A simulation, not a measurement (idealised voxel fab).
Documented hereafter: the process module known as voxel fin reveal.
Section cut is 210 nm wide and gridded with 5 nm square cells.
Cross-section layout: square cells on a grid; listed as bands, top to bottom; a band spans one or more cell rows.
Heights first: top, then bottom, in nm. Then materials, left to right, each with a width in nm. "everywhere" on a single material: fills the band edge to edge. "blank": empty space.
The reference from which all heights are counted is 0, the level beneath which the as-received wafer is entirely one material; the lowest band, having no lower bound, proceeds downward and is written after the example "0 -> down".
Graded width ("30 to 40"): value in top row of band = first number; value in bottom row = second number; row-to-row change constant.
Step note "nothing altered" = no cross-section cell changed.
For the entry "Catalogued sealed voids", the listed items are empty spaces with no open way to the top whose size is 8 cells or more; each item follows the pattern width x height at distance, where distance is from the left edge and all three are in nm.
Formally, on a step line, whatever follows the settings is a remark that the simulator itself makes on the step.
"overlay nm" on a masked step: distance the mask lay right of its planned place, negative for left.
**So here's the lineup of process steps we planned**
1) RECEIVE: material Si
2) CONFORMAL_DEP: material SiN, thk nm 10
3) PATTERN: tone cover, mask id FINS, material resist, width nm 15, pitch nm 40, thk nm 20, overlay nm 0
4) DIRECTIONAL_ETCH: etch materials SiN, depth nm 10
5) DIRECTIONAL_ETCH: etch materials Si, depth nm 40
6) STRIP: etch materials resist
7) OXIDIZE: depth nm 5
8) FILL_DEP: material SiO2, thk nm 5
9) CMP: height nm 10
10) SELECTIVE_ETCH: etch materials SiO2, depth nm 20
11) STRIP: etch materials SiN
12) CONFORMAL_DEP: material HfO2, thk nm 5
**Shown in cross-section is the wafer as received, that is, as it stands after step 1**
0 -> down: Si everywhere
Catalogued sealed voids: none
**Cross-section, end of module. Start: as above. Plan: as above. Execution: one mistake**
5 -> 0: 60 blank  15 HfO2  25 blank  15 HfO2  25 blank  15 HfO2  55 blank
0 -> -5: 60 blank  5 HfO2  5 Si  5 HfO2  25 blank  5 HfO2  5 Si  5 HfO2  25 blank  5 HfO2  5 Si  5 HfO2  55 blank
-5 -> -10: 65 HfO2  5 Si  35 HfO2  5 Si  35 HfO2  5 Si  60 HfO2
-10 -> -45: 65 SiO2  5 Si  35 SiO2  5 Si  35 SiO2  5 Si  60 SiO2
-45 -> down: Si everywhere
Catalogued sealed voids: none
Diagnosis: step 3: run off-plan, actual operation and settings PATTERN: tone cover, mask id FINS, material resist, width nm 15, pitch nm 40, thk nm 20, overlay nm 5
